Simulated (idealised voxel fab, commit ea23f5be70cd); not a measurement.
process module | voxel capacitor over wiring
cross-section cut | 225 nm wide | cells 5 nm
A cross-section is a grid of square cells, given in bands from the top down. A band is one or more rows of cells.
Each band's line starts with the height of the band's top and of its bottom, in nm. Then come its materials from left to right, each with its width in nm. One material with "throughout" fills the band from edge to edge. "air" is empty space.
Height 0 is the level under which the wafer as received is all one material. The lowest band goes on downwards, as in "0 down".
A width such as "30 to 40" changes by the same amount from each row of cells to the next, from the band's top row to its bottom row.
"no change" after a step means that no cell of the cross-section changed.
closed voids: empty space of 8 cells or more with no open way to the top, each as width x height at its distance from the left edge, in nm
after a step's settings: what the simulator itself notes on the step
overlay nm, on a step with a mask: how far to the right of its planned place the mask lay; to the left if negative
plan
1 op RECEIVE | material Si
2 op CONFORMAL_DEP | material SiO2 | thk nm 10
3 op CONFORMAL_DEP | material SiN | thk nm 5
4 op DIRECTIONAL_DEP | material SiO2 | thk nm 20
5 op DIRECTIONAL_DEP | material aC | thk nm 15
6 op PATTERN | tone open | mask id METAL_1 | material resist | width nm 25 | pitch nm 85 | thk nm 35 | overlay nm 0
7 op DIRECTIONAL_ETCH | etch materials aC | depth nm 15
8 op STRIP | etch materials resist
9 op DIRECTIONAL_ETCH | etch materials SiO2 | depth nm 20
10 op DIRECTIONAL_ETCH | etch materials SiN | depth nm 5
11 op STRIP | etch materials aC
12 op CONFORMAL_DEP | material TiN | thk nm 5
13 op FILL_DEP | material Cu | thk nm 10
14 op CMP | height nm 35
15 op CONFORMAL_DEP | material SiCN | thk nm 5
16 op DIRECTIONAL_DEP | material lowk | thk nm 20
17 op MASKED_ETCH | tone open | mask id PLUG_1 | width nm 15 | etch materials lowk | depth nm 20 | overlay nm 0
18 op MASKED_ETCH | tone open | mask id PLUG_1 | width nm 15 | etch materials SiCN | depth nm 5 | overlay nm 0
19 op CONFORMAL_DEP | material TiN | thk nm 5
20 op FILL_DEP | material W | thk nm 5
21 op CMP | height nm 60
22 op DIRECTIONAL_DEP | material TiN | thk nm 10
23 op DIRECTIONAL_DEP | material SiN | thk nm 5
24 op DIRECTIONAL_DEP | material TiN | thk nm 10
25 op PATTERN | tone cover | mask id UPPER_PLATE | material resist | width nm 55 | thk nm 20 | overlay nm 0
26 op DIRECTIONAL_ETCH | etch materials TiN | depth nm 10
27 op DIRECTIONAL_ETCH | etch materials SiN | depth nm 5
28 op STRIP | etch materials resist
29 op MASKED_ETCH | tone cover | mask id LOWER_PLATE | width nm 75 | etch materials TiN | depth nm 10 | overlay nm 0
30 op FILL_DEP | material SiO2 | thk nm 15
31 op CMP | height nm 95
32 op DIRECTIONAL_DEP | material aC | thk nm 10
33 op PATTERN | tone open | mask id PLUG_2 | material resist | width nm 15 | thk nm 25 | overlay nm 0
34 op DIRECTIONAL_ETCH | etch materials aC | depth nm 10
35 op STRIP | etch materials resist
36 op DIRECTIONAL_ETCH | etch materials SiO2 | depth nm 10
37 op STRIP | etch materials aC
38 op CONFORMAL_DEP | material TiN | thk nm 5
39 op FILL_DEP | material Cu | thk nm 10
40 op CMP | height nm 95
41 op CONFORMAL_DEP | material SiCN | thk nm 5
varied across the wafers: width nm of step 25. The plan shows the first wafer's value. All wafers start alike
first wafer as received, after step 1
  0 down: Si throughout
  closed voids: none
first wafer at the end, after step 41
  100 to 95: SiCN throughout
  95 to 90: SiO2 75 | TiN 5 | Cu 5 | TiN 5 | SiO2 135
  90 to 85: SiO2 75 | TiN 15 | SiO2 135
  85 to 75: SiO2 70 | TiN 55 | SiO2 100
  75 to 70: SiO2 70 | SiN 55 | SiO2 100
  70 to 60: SiO2 60 | TiN 75 | SiO2 90
  60 to 40: lowk 65 | TiN 5 | W 5 | TiN 5 | lowk 145
  40 to 35: SiCN 65 | TiN 15 | SiCN 145
  35 to 15: SiO2 55 | TiN 5 | Cu 15 | TiN 5 | SiO2 60 | TiN 5 | Cu 15 | TiN 5 | SiO2 60
  15 to 10: SiN 55 | TiN 25 | SiN 60 | TiN 25 | SiN 60
  10 to 0: SiO2 throughout
  0 down: Si throughout
  closed voids: none
last wafer at the end
  100 to 95: SiCN throughout
  95 to 90: SiO2 75 | TiN 5 | Cu 5 | TiN 5 | SiO2 135
  90 to 85: SiO2 75 | TiN 15 | SiO2 135
  85 to 75: SiO2 60 | TiN 75 | SiO2 90
  75 to 70: SiO2 60 | SiN 80 | SiO2 85
  70 to 60: SiO2 60 | TiN 80 | SiO2 85
  60 to 40: lowk 65 | TiN 5 | W 5 | TiN 5 | lowk 145
  40 to 35: SiCN 65 | TiN 15 | SiCN 145
  35 to 15: SiO2 55 | TiN 5 | Cu 15 | TiN 5 | SiO2 60 | TiN 5 | Cu 15 | TiN 5 | SiO2 60
  15 to 10: SiN 55 | TiN 25 | SiN 60 | TiN 25 | SiN 60
  10 to 0: SiO2 throughout
  0 down: Si throughout
  closed voids: none
each wafer at the end: cells of each material gained (+) or lost (-) since it was received, then its closed voids
width nm 55 | +25 Cu | +87 SiCN | +46 SiN | +476 SiO2 | +94 TiN | +4 W | +168 lowk | closed voids: none
width nm 60 | +25 Cu | +87 SiCN | +47 SiN | +473 SiO2 | +96 TiN | +4 W | +168 lowk | closed voids: none
width nm 65 | +25 Cu | +87 SiCN | +48 SiN | +470 SiO2 | +98 TiN | +4 W | +168 lowk | closed voids: none
width nm 70 | +25 Cu | +87 SiCN | +49 SiN | +467 SiO2 | +100 TiN | +4 W | +168 lowk | closed voids: none
width nm 75 | +25 Cu | +87 SiCN | +50 SiN | +464 SiO2 | +102 TiN | +4 W | +168 lowk | closed voids: none
width nm 80 | +25 Cu | +87 SiCN | +51 SiN | +461 SiO2 | +104 TiN | +4 W | +168 lowk | closed voids: none
